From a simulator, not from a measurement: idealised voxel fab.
process module | voxel released beams
cross-section cut | 245 nm wide | cells 5 nm
A cross-section is a grid of square cells, given in bands from the top down. A band is one or more rows of cells.
Each band's line starts with the height of the band's top and of its bottom, in nm. Then come its materials from left to right, each with its width in nm. One material with "throughout" fills the band from edge to edge. "air" is empty space.
Height 0 is the level under which the wafer as received is all one material. The lowest band goes on downwards, as in "0 down".
A width such as "30 to 40" changes by the same amount from each row of cells to the next, from the band's top row to its bottom row.
"no change" after a step means that no cell of the cross-section changed.
closed voids: empty space of 8 cells or more with no open way to the top, each as width x height at its distance from the left edge, in nm
after a step's settings: what the simulator itself notes on the step
overlay nm, on a step with a mask: how far to the right of its planned place the mask lay; to the left if negative
plan
1 op RECEIVE | material Si
2 op CONFORMAL_DEP | material Al2O3 | thk nm 5
3 op DIRECTIONAL_DEP | material SiO2 | thk nm 15
4 op MASKED_ETCH | tone open | mask id ANCHOR | width nm 25 | etch materials SiO2 | depth nm 15 | overlay nm 0
5 op CONFORMAL_DEP | material polySi | thk nm 10
6 op MASKED_ETCH | tone cover | mask id BEAM | width nm 70 | etch materials polySi | depth nm 10 | overlay nm 0
7 op STRIP | etch materials SiO2
as received, after step 1
  0 down: Si throughout
  closed voids: none
a wafer at the end: this start, this plan, one mistake
  20 to 5: SiO2 90 | air 25 | SiO2 130
  5 to 0: Al2O3 throughout
  0 down: Si throughout
  closed voids: none
what went wrong: step 7 ran as: op STRIP | etch materials polySi
